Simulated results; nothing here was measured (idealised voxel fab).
Module name: voxel capacitor over wiring (process module)
It is cross-section cut that appears here, measuring 160 nm in width, its square cells being 5 nm in size.
Just so we're on the same page, the cross-sections are grids of square cells, and they're listed out in bands top to bottom, each band one or more rows deep. The band entry comprises the height of the band's top followed by the height of its bottom, expressed in nm, and subsequently the band's materials from left to right, each stated together with its width in nm. Where a single material is marked with the word "full width", that material fills the band from edge to edge. The word "blank" represents empty space. Measure heights from 0. That's the level where, below it, the as-received wafer is all one material. The lowest band is bottomless and extends downward; write it as in "0 nm and below". With a width like "30 to 40", each row of cells in the band differs from the next by the same amount, the top row carrying the first number and the bottom row the second. It should be understood that the words "stayed the same", when stated for a given step, signify that the cross-section underwent no change in any of its cells during that step. "Sealed cavities" enumerates empty spaces isolated from the top, with no open way to it, that contain at least 8 cells, giving each as width x height at distance from the left edge, all three in nm. after a step's settings: what the simulator itself notes on the step. "overlay nm" denotes, for a step that has a mask, the displacement of the mask to the right of its planned place, with negative values corresponding to the left.
Process steps foreseen in the plan:
- 1: RECEIVE | material Si
- 2: CONFORMAL_DEP | material SiO2 | thk nm 10
- 3: CONFORMAL_DEP | material SiCN | thk nm 5
- 4: DIRECTIONAL_DEP | material SiO2 | thk nm 25
- 5: MASKED_ETCH | tone open | mask id METAL_1 | width nm 20 | pitch nm 75 | etch materials SiO2 | depth nm 25 | overlay nm 0
- 6: MASKED_ETCH | tone open | mask id METAL_1 | width nm 20 | pitch nm 75 | etch materials SiCN | depth nm 5 | overlay nm 0
- 7: CONFORMAL_DEP | material TiN | thk nm 5
- 8: FILL_DEP | material Cu | thk nm 5
- 9: CMP | height nm 40
- 10: CONFORMAL_DEP | material SiCN | thk nm 5
- 11: DIRECTIONAL_DEP | material lowk | thk nm 20
- 12: DIRECTIONAL_DEP | material aC | thk nm 15
- 13: PATTERN | tone open | mask id PLUG_1 | material resist | width nm 15 | thk nm 35 | overlay nm 0
- 14: DIRECTIONAL_ETCH | etch materials aC | depth nm 15
- 15: STRIP | etch materials resist
- 16: DIRECTIONAL_ETCH | etch materials lowk | depth nm 20
- 17: DIRECTIONAL_ETCH | etch materials SiCN | depth nm 5
- 18: STRIP | etch materials aC
- 19: EPI | material Ru | thk nm 10
- 20: EPI | material Ru | thk nm 10
- 21: EPI | material Ru | thk nm 5
- 22: DIRECTIONAL_DEP | material TiN | thk nm 10
- 23: DIRECTIONAL_DEP | material Al2O3 | thk nm 5
- 24: DIRECTIONAL_DEP | material TiN | thk nm 5
- 25: PATTERN | tone cover | mask id UPPER_PLATE | material resist | width nm 60 | thk nm 15 | overlay nm 0
- 26: DIRECTIONAL_ETCH | etch materials TiN | depth nm 5
- 27: DIRECTIONAL_ETCH | etch materials Al2O3 | depth nm 5
- 28: STRIP | etch materials resist
- 29: PATTERN | tone cover | mask id LOWER_PLATE | material resist | width nm 70 | thk nm 15 | overlay nm 0
- 30: DIRECTIONAL_ETCH | etch materials TiN | depth nm 10
- 31: STRIP | etch materials resist
- 32: FILL_DEP | material SiO2 | thk nm 20
- 33: CMP | height nm 100
- 34: DIRECTIONAL_DEP | material aC | thk nm 15
- 35: PATTERN | tone open | mask id PLUG_2 | material resist | width nm 15 | thk nm 30 | overlay nm 0
- 36: DIRECTIONAL_ETCH | etch materials aC | depth nm 15
- 37: STRIP | etch materials resist
- 38: DIRECTIONAL_ETCH | etch materials SiO2 | depth nm 15
- 39: STRIP | etch materials aC
- 40: CONFORMAL_DEP | material TiN | thk nm 5
- 41: FILL_DEP | material Cu | thk nm 5
- 42: CMP | height nm 100
- 43: CONFORMAL_DEP | material SiCN | thk nm 5
Wafers differ in thk nm at step 24; plan lists the first wafer's value; identical starting state.
The first of several wafers in cross-section, exactly as it reached us after step 1:
    0 nm and below: Si full width
    Sealed cavities: none
Tabulated below, wafer by wafer, are the end-of-module results: for each material, the number of cells gained (+) or lost (-) relative to the as-received state, followed by the closed voids:
thk nm 5 | +12 Al2O3 | +22 Cu | +15 Ru | +85 SiCN | +347 SiO2 | +75 TiN | +116 lowk | Sealed cavities: none
thk nm 10 | +32 Al2O3 | +21 Cu | +15 Ru | +85 SiCN | +280 SiO2 | +123 TiN | +116 lowk | Sealed cavities: none
thk nm 15 | +32 Al2O3 | +20 Cu | +15 Ru | +85 SiCN | +269 SiO2 | +135 TiN | +116 lowk | Sealed cavities: none
thk nm 20 | +32 Al2O3 | +20 Cu | +15 Ru | +85 SiCN | +240 SiO2 | +164 TiN | +116 lowk | Sealed cavities: none
